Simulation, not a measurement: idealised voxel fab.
process module | voxel self aligned vias
Shown is cross-section cut, with a width of 140 nm and square cells of size 5 nm.
Cross-section format: a grid of square cells, given as bands from top to bottom; each band is one or more rows of cells.
The entry gives the band's vertical extent as a top height and a bottom height in nm, then its horizontal make-up as materials from left to right, each with a width in nm. "empty" stands for empty space; a single material marked "full width" fills the band edge to edge.
It should be noted that heights are counted from 0, beneath which the wafer as supplied is of one material throughout, and that the lowest band possesses no lower boundary but continues downward, as written in "z 0 and below".
Width: "30 to 40" (first number = top row, second number = bottom row, same change from row to row of cells).
"no change" after a step means that no cell of the cross-section changed.
Any empty space of 8 cells or more lacking an open way to the top shows up in "Sealed void list" as width x height at distance, distance from the left edge, in nm.
Heads up: the bit after the settings on a step's line is the simulator's remark on that step.
overlay nm: how far to the right of its planned place the mask lay on this masked step (negative: to the left).

# The planned process steps are enumerated hereunder
| 1 | op RECEIVE | material Si |
| 2 | op CONFORMAL_DEP | material SiO2 | thk nm 15 |
| 3 | op CONFORMAL_DEP | material SiCN | thk nm 5 |
| 4 | op DIRECTIONAL_DEP | material SiO2 | thk nm 20 |
| 5 | op MASKED_ETCH | tone open | mask id LINES | width nm 25 | pitch nm 50 | etch materials SiO2 | depth nm 20 | overlay nm 0 |
| 6 | op CONFORMAL_DEP | material TiN | thk nm 5 |
| 7 | op FILL_DEP | material W | thk nm 10 |
| 8 | op CMP | height nm 40 |
| 9 | op SELECTIVE_ETCH | etch materials W Ru TiN | depth nm 10 |
| 10 | op FILL_DEP | material SiN | thk nm 5 |
| 11 | op CMP | height nm 40 |
| 12 | op DIRECTIONAL_DEP | material SiO2 | thk nm 15 |
| 13 | op PATTERN | tone open | mask id VIAS | material resist | width nm 35 | thk nm 20 | overlay nm 0 |
| 14 | op DIRECTIONAL_ETCH | etch materials SiO2 | depth nm 15 |
| 15 | op DIRECTIONAL_ETCH | etch materials SiN | depth nm 10 |
| 16 | op STRIP | etch materials resist |
| 17 | op CONFORMAL_DEP | material TiN | thk nm 5 |
| 18 | op FILL_DEP | material Cu | thk nm 10 |
| 19 | op CMP | height nm 55 |
| 20 | op CONFORMAL_DEP | material SiN | thk nm 5 |

# Concerning the first of two wafers, which was run in accordance with the plan

# as received, after step 1
	z 0 and below  Si full width
	Sealed void list: none

# How the wafer stands in section after step 2
	z 15 to 0  SiO2 full width
	For the remainder of the cross-section, below 0, there is no change.

# How the wafer stands in section after step 3
	z 20 to 15  SiCN full width
	For the remainder of the cross-section, below 15, there is no change.

# How the wafer stands in section after step 4
	z 40 to 20  SiO2 full width
	For the remainder of the cross-section, below 20, there is no change.

# How the wafer stands in section after step 5
	z 40 to 20  30 nm SiO2 | 25 nm empty | 25 nm SiO2 | 25 nm empty | 35 nm SiO2
	For the remainder of the cross-section, below 20, there is no change.

# How the wafer stands in section after step 6
	z 45 to 40  35 nm TiN | 15 nm empty | 35 nm TiN | 15 nm empty | 40 nm TiN
	z 40 to 25  30 nm SiO2 | 5 nm TiN | 15 nm empty | 5 nm TiN | 25 nm SiO2 | 5 nm TiN | 15 nm empty | 5 nm TiN | 35 nm SiO2
	z 25 to 20  30 nm SiO2 | 25 nm TiN | 25 nm SiO2 | 25 nm TiN | 35 nm SiO2
	For the remainder of the cross-section, below 20, there is no change.

# How the wafer stands in section after step 7
	z 55 to 45  W full width
	z 45 to 40  35 nm TiN | 15 nm W | 35 nm TiN | 15 nm W | 40 nm TiN
	z 40 to 25  30 nm SiO2 | 5 nm TiN | 15 nm W | 5 nm TiN | 25 nm SiO2 | 5 nm TiN | 15 nm W | 5 nm TiN | 35 nm SiO2
	For the remainder of the cross-section, below 25, there is no change.

# How the wafer stands in section after step 8
	z 40 to 25  30 nm SiO2 | 5 nm TiN | 15 nm W | 5 nm TiN | 25 nm SiO2 | 5 nm TiN | 15 nm W | 5 nm TiN | 35 nm SiO2
	For the remainder of the cross-section, below 25, there is no change.

# How the wafer stands in section after step 9
	z 40 to 30  30 nm SiO2 | 25 nm empty | 25 nm SiO2 | 25 nm empty | 35 nm SiO2
	For the remainder of the cross-section, below 30, there is no change.

# How the wafer stands in section after step 10
	z 45 to 40  SiN full width
	z 40 to 30  30 nm SiO2 | 25 nm SiN | 25 nm SiO2 | 25 nm SiN | 35 nm SiO2
	For the remainder of the cross-section, below 30, there is no change.

# How the wafer stands in section after step 11
	z 40 to 30  30 nm SiO2 | 25 nm SiN | 25 nm SiO2 | 25 nm SiN | 35 nm SiO2
	For the remainder of the cross-section, below 30, there is no change.

# How the wafer stands in section after step 12
	z 55 to 40  SiO2 full width
	For the remainder of the cross-section, below 40, there is no change.

# How the wafer stands in section after step 13
	z 75 to 55  25 nm resist | 35 nm empty | 80 nm resist
	For the remainder of the cross-section, below 55, there is no change.

# How the wafer stands in section after step 14
	z 75 to 55  25 nm resist | 35 nm empty | 80 nm resist
	z 55 to 40  25 nm SiO2 | 35 nm empty | 80 nm SiO2
	For the remainder of the cross-section, below 40, there is no change.

# How the wafer stands in section after step 15
	z 75 to 55  25 nm resist | 35 nm empty | 80 nm resist
	z 55 to 40  25 nm SiO2 | 35 nm empty | 80 nm SiO2
	z 40 to 30  30 nm SiO2 | 25 nm empty | 25 nm SiO2 | 25 nm SiN | 35 nm SiO2
	For the remainder of the cross-section, below 30, there is no change.

# How the wafer stands in section after step 16
	z 55 to 40  25 nm SiO2 | 35 nm empty | 80 nm SiO2
	For the remainder of the cross-section, below 40, there is no change.

# How the wafer stands in section after step 17
	z 60 to 55  30 nm TiN | 25 nm empty | 85 nm TiN
	z 55 to 45  25 nm SiO2 | 5 nm TiN | 25 nm empty | 5 nm TiN | 80 nm SiO2
	z 45 to 40  25 nm SiO2 | 10 nm TiN | 15 nm empty | 10 nm TiN | 80 nm SiO2
	z 40 to 35  30 nm SiO2 | 5 nm TiN | 15 nm empty | 5 nm TiN | 25 nm SiO2 | 25 nm SiN | 35 nm SiO2
	z 35 to 30  30 nm SiO2 | 25 nm TiN | 25 nm SiO2 | 25 nm SiN | 35 nm SiO2
	For the remainder of the cross-section, below 30, there is no change.

# How the wafer stands in section after step 18
	z 70 to 60  Cu full width
	z 60 to 55  30 nm TiN | 25 nm Cu | 85 nm TiN
	z 55 to 45  25 nm SiO2 | 5 nm TiN | 25 nm Cu | 5 nm TiN | 80 nm SiO2
	z 45 to 40  25 nm SiO2 | 10 nm TiN | 15 nm Cu | 10 nm TiN | 80 nm SiO2
	z 40 to 35  30 nm SiO2 | 5 nm TiN | 15 nm Cu | 5 nm TiN | 25 nm SiO2 | 25 nm SiN | 35 nm SiO2
	For the remainder of the cross-section, below 35, there is no change.

# How the wafer stands in section after step 19
	z 55 to 45  25 nm SiO2 | 5 nm TiN | 25 nm Cu | 5 nm TiN | 80 nm SiO2
	For the remainder of the cross-section, below 45, there is no change.

# How the wafer stands in section after step 20
	z 60 to 55  SiN full width
	For the remainder of the cross-section, below 55, there is no change.

# Second of two: same start, same plan, one run error; steps up to and including 2 match the first

# Here is the second wafer in cross-section at the point where step 3 of the plan should have been done
	z 30 to 15  SiCN full width
	For the remainder of the cross-section, below 15, there is no change.

# Here is the second wafer in cross-section at the point where step 4 of the plan should have been done
	z 50 to 30  SiO2 full width
	For the remainder of the cross-section, below 30, there is no change.

# Here is the second wafer in cross-section at the point where step 5 of the plan should have been done
	z 50 to 30  30 nm SiO2 | 25 nm empty | 25 nm SiO2 | 25 nm empty | 35 nm SiO2
	For the remainder of the cross-section, below 30, there is no change.

# Here is the second wafer in cross-section at the point where step 6 of the plan should have been done
	z 55 to 50  35 nm TiN | 15 nm empty | 35 nm TiN | 15 nm empty | 40 nm TiN
	z 50 to 35  30 nm SiO2 | 5 nm TiN | 15 nm empty | 5 nm TiN | 25 nm SiO2 | 5 nm TiN | 15 nm empty | 5 nm TiN | 35 nm SiO2
	z 35 to 30  30 nm SiO2 | 25 nm TiN | 25 nm SiO2 | 25 nm TiN | 35 nm SiO2
	For the remainder of the cross-section, below 30, there is no change.

# Here is the second wafer in cross-section at the point where step 7 of the plan should have been done
	z 65 to 55  W full width
	z 55 to 50  35 nm TiN | 15 nm W | 35 nm TiN | 15 nm W | 40 nm TiN
	z 50 to 35  30 nm SiO2 | 5 nm TiN | 15 nm W | 5 nm TiN | 25 nm SiO2 | 5 nm TiN | 15 nm W | 5 nm TiN | 35 nm SiO2
	For the remainder of the cross-section, below 35, there is no change.

# Here is the second wafer in cross-section at the point where step 8 of the plan should have been done
	z 40 to 35  30 nm SiO2 | 5 nm TiN | 15 nm W | 5 nm TiN | 25 nm SiO2 | 5 nm TiN | 15 nm W | 5 nm TiN | 35 nm SiO2
	For the remainder of the cross-section, below 35, there is no change.

# Here is the second wafer in cross-section at the point where step 9 of the plan should have been done
	z 40 to 30  30 nm SiO2 | 25 nm empty | 25 nm SiO2 | 25 nm empty | 35 nm SiO2
	For the remainder of the cross-section, below 30, there is no change.

# Here is the second wafer in cross-section at the point where step 10 of the plan should have been done
	z 45 to 40  SiN full width
	z 40 to 30  30 nm SiO2 | 25 nm SiN | 25 nm SiO2 | 25 nm SiN | 35 nm SiO2
	For the remainder of the cross-section, below 30, there is no change.

# Here is the second wafer in cross-section at the point where step 11 of the plan should have been done
	z 40 to 30  30 nm SiO2 | 25 nm SiN | 25 nm SiO2 | 25 nm SiN | 35 nm SiO2
	For the remainder of the cross-section, below 30, there is no change.

# Here is the second wafer in cross-section at the point where step 12 of the plan should have been done
	z 55 to 40  SiO2 full width
	For the remainder of the cross-section, below 40, there is no change.

# Here is the second wafer in cross-section at the point where step 13 of the plan should have been done
	z 75 to 55  25 nm resist | 35 nm empty | 80 nm resist
	For the remainder of the cross-section, below 55, there is no change.

# Here is the second wafer in cross-section at the point where step 14 of the plan should have been done
	z 75 to 55  25 nm resist | 35 nm empty | 80 nm resist
	z 55 to 40  25 nm SiO2 | 35 nm empty | 80 nm SiO2
	For the remainder of the cross-section, below 40, there is no change.

# Here is the second wafer in cross-section at the point where step 15 of the plan should have been done
	z 75 to 55  25 nm resist | 35 nm empty | 80 nm resist
	z 55 to 40  25 nm SiO2 | 35 nm empty | 80 nm SiO2
	z 40 to 30  30 nm SiO2 | 25 nm empty | 25 nm SiO2 | 25 nm SiN | 35 nm SiO2
	For the remainder of the cross-section, below 30, there is no change.

# Here is the second wafer in cross-section at the point where step 16 of the plan should have been done
	z 55 to 40  25 nm SiO2 | 35 nm empty | 80 nm SiO2
	For the remainder of the cross-section, below 40, there is no change.

# Here is the second wafer in cross-section at the point where step 17 of the plan should have been done
	z 60 to 55  30 nm TiN | 25 nm empty | 85 nm TiN
	z 55 to 45  25 nm SiO2 | 5 nm TiN | 25 nm empty | 5 nm TiN | 80 nm SiO2
	z 45 to 40  25 nm SiO2 | 10 nm TiN | 15 nm empty | 10 nm TiN | 80 nm SiO2
	z 40 to 35  30 nm SiO2 | 5 nm TiN | 15 nm empty | 5 nm TiN | 25 nm SiO2 | 25 nm SiN | 35 nm SiO2
	z 35 to 30  30 nm SiO2 | 25 nm TiN | 25 nm SiO2 | 25 nm SiN | 35 nm SiO2
	For the remainder of the cross-section, below 30, there is no change.

# Here is the second wafer in cross-section at the point where step 18 of the plan should have been done
	z 70 to 60  Cu full width
	z 60 to 55  30 nm TiN | 25 nm Cu | 85 nm TiN
	z 55 to 45  25 nm SiO2 | 5 nm TiN | 25 nm Cu | 5 nm TiN | 80 nm SiO2
	z 45 to 40  25 nm SiO2 | 10 nm TiN | 15 nm Cu | 10 nm TiN | 80 nm SiO2
	z 40 to 35  30 nm SiO2 | 5 nm TiN | 15 nm Cu | 5 nm TiN | 25 nm SiO2 | 25 nm SiN | 35 nm SiO2
	For the remainder of the cross-section, below 35, there is no change.

# Here is the second wafer in cross-section at the point where step 19 of the plan should have been done
	z 55 to 45  25 nm SiO2 | 5 nm TiN | 25 nm Cu | 5 nm TiN | 80 nm SiO2
	For the remainder of the cross-section, below 45, there is no change.

# Here is the second wafer in cross-section at the point where step 20 of the plan should have been done
	z 60 to 55  SiN full width
	For the remainder of the cross-section, below 55, there is no change.
What broke from the plan during processing? so step 3 ended up running with a different setting than we planned, it ran as op CONFORMAL_DEP | material SiCN | thk nm 15
Counted in cells at the end, the second wafer holds more or fewer of these materials than the first: 56 more of SiCN | 36 fewer of SiO2 | 14 fewer of TiN | 6 fewer of W
